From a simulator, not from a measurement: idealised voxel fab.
Process module in this document: voxel double patterning
The cross-section on display is named cut; it measures 235 nm wide, and its cells are 5 nm squares.
Throughout this document, each cross-section is represented as a grid of square cells and is presented as a sequence of bands enumerated from the top downward, where a band comprises one or more rows of cells.
The band entry comprises the height of the band's top followed by the height of its bottom, expressed in nm, and subsequently the band's materials from left to right, each stated together with its width in nm. Where a single material is marked with the word "everywhere", that material fills the band from edge to edge. The word "empty" represents empty space.
The level at which height equals 0 is the one under which the wafer, as it arrives, is entirely one material. No lower edge exists for the bottom band, which continues downward and is notated as in "0 -> down".
A width given as "30->40" starts at the first number in the band's top row and ends at the second number in its bottom row, shifting by an equal amount at every step from row to row.
You'll sometimes find "no modifications" written for a step, and that's the way of saying that nowhere in the cross-section did a cell change during that step.
Listed in "Enclosed internal cavities": every empty space of 8 or more cells without an open way to the top. Form: width x height at distance, the distance being from the left edge, all in nm.
What comes after the settings on a step's line is commentary from the simulator itself on that step.
The setting "overlay nm" may be written on the line of a step. When the step uses a mask, the value reports how far to the right of the planned place the mask lay, and a negative value reports that it lay to the left.
Intended process steps:
1: RECEIVE: material Si
2: CONFORMAL_DEP: material SiO2, thk nm 5
3: DIRECTIONAL_DEP: material W, thk nm 15
4: DIRECTIONAL_DEP: material SiCN, thk nm 10
5: PATTERN: tone open, mask id FIRST, material resist, width nm 15, pitch nm 50, thk nm 20, overlay nm 0
6: DIRECTIONAL_ETCH: etch materials SiCN, depth nm 10
7: STRIP: etch materials resist
8: MASKED_ETCH: tone open, mask id SECOND, width nm 15, pitch nm 50, etch materials SiCN, depth nm 10, overlay nm 0
9: DIRECTIONAL_ETCH: etch materials W, depth nm 15
10: STRIP: etch materials SiCN
first wafer, as planned:
This is the cross-section of the wafer as we received it, i.e. after step 1:
0 -> down: Si everywhere
Enclosed internal cavities: none
How the wafer stands in section after step 2:
5 -> 0: SiO2 everywhere
Unchanged below 0.
How the wafer stands in section after step 3:
20 -> 5: W everywhere
Unchanged below 5.
How the wafer stands in section after step 4:
30 -> 20: SiCN everywhere
Unchanged below 20.
How the wafer stands in section after step 5:
50 -> 30: resist 60 nm  empty 15 nm  resist 35 nm  empty 15 nm  resist 35 nm  empty 15 nm  resist 60 nm
Unchanged below 30.
How the wafer stands in section after step 6:
50 -> 30: resist 60 nm  empty 15 nm  resist 35 nm  empty 15 nm  resist 35 nm  empty 15 nm  resist 60 nm
30 -> 20: SiCN 60 nm  empty 15 nm  SiCN 35 nm  empty 15 nm  SiCN 35 nm  empty 15 nm  SiCN 60 nm
Unchanged below 20.
How the wafer stands in section after step 7:
30 -> 20: SiCN 60 nm  empty 15 nm  SiCN 35 nm  empty 15 nm  SiCN 35 nm  empty 15 nm  SiCN 60 nm
Unchanged below 20.
How the wafer stands in section after step 8:
30 -> 20: SiCN 60 nm  empty 15 nm  SiCN 10 nm  empty 15 nm  SiCN 10 nm  empty 15 nm  SiCN 10 nm  empty 15 nm  SiCN 10 nm  empty 15 nm  SiCN 60 nm
Unchanged below 20.
How the wafer stands in section after step 9:
30 -> 20: SiCN 60 nm  empty 15 nm  SiCN 10 nm  empty 15 nm  SiCN 10 nm  empty 15 nm  SiCN 10 nm  empty 15 nm  SiCN 10 nm  empty 15 nm  SiCN 60 nm
20 -> 5: W 60 nm  empty 15 nm  W 10 nm  empty 15 nm  W 10 nm  empty 15 nm  W 10 nm  empty 15 nm  W 10 nm  empty 15 nm  W 60 nm
Unchanged below 5.
How the wafer stands in section after step 10:
20 -> 5: W 60 nm  empty 15 nm  W 10 nm  empty 15 nm  W 10 nm  empty 15 nm  W 10 nm  empty 15 nm  W 10 nm  empty 15 nm  W 60 nm
Unchanged below 5.
Second wafer. Start and plan as for the first. One mistake made in running. Agrees with the first up to and including step 7:
The second wafer cut through, at the time step 8 was supposed to be finished:
30 -> 20: empty 85 nm  SiCN 15 nm  empty 35 nm  SiCN 15 nm  empty 85 nm
Unchanged below 20.
The second wafer cut through, at the time step 9 was supposed to be finished:
30 -> 20: empty 85 nm  SiCN 15 nm  empty 35 nm  SiCN 15 nm  empty 85 nm
20 -> 5: empty 85 nm  W 15 nm  empty 35 nm  W 15 nm  empty 85 nm
Unchanged below 5.
The second wafer cut through, at the time step 10 was supposed to be finished:
20 -> 5: empty 85 nm  W 15 nm  empty 35 nm  W 15 nm  empty 85 nm
Unchanged below 5.
Where did the run depart from the plan? it should be noted that step 8 was executed with settings other than those planned, the operation and settings actually applied being MASKED_ETCH: tone cover, mask id SECOND, width nm 15, pitch nm 50, etch materials SiCN, depth nm 10, overlay nm 0
End check, counted in cells, second wafer has more or fewer of these materials than the first: 78 fewer of W
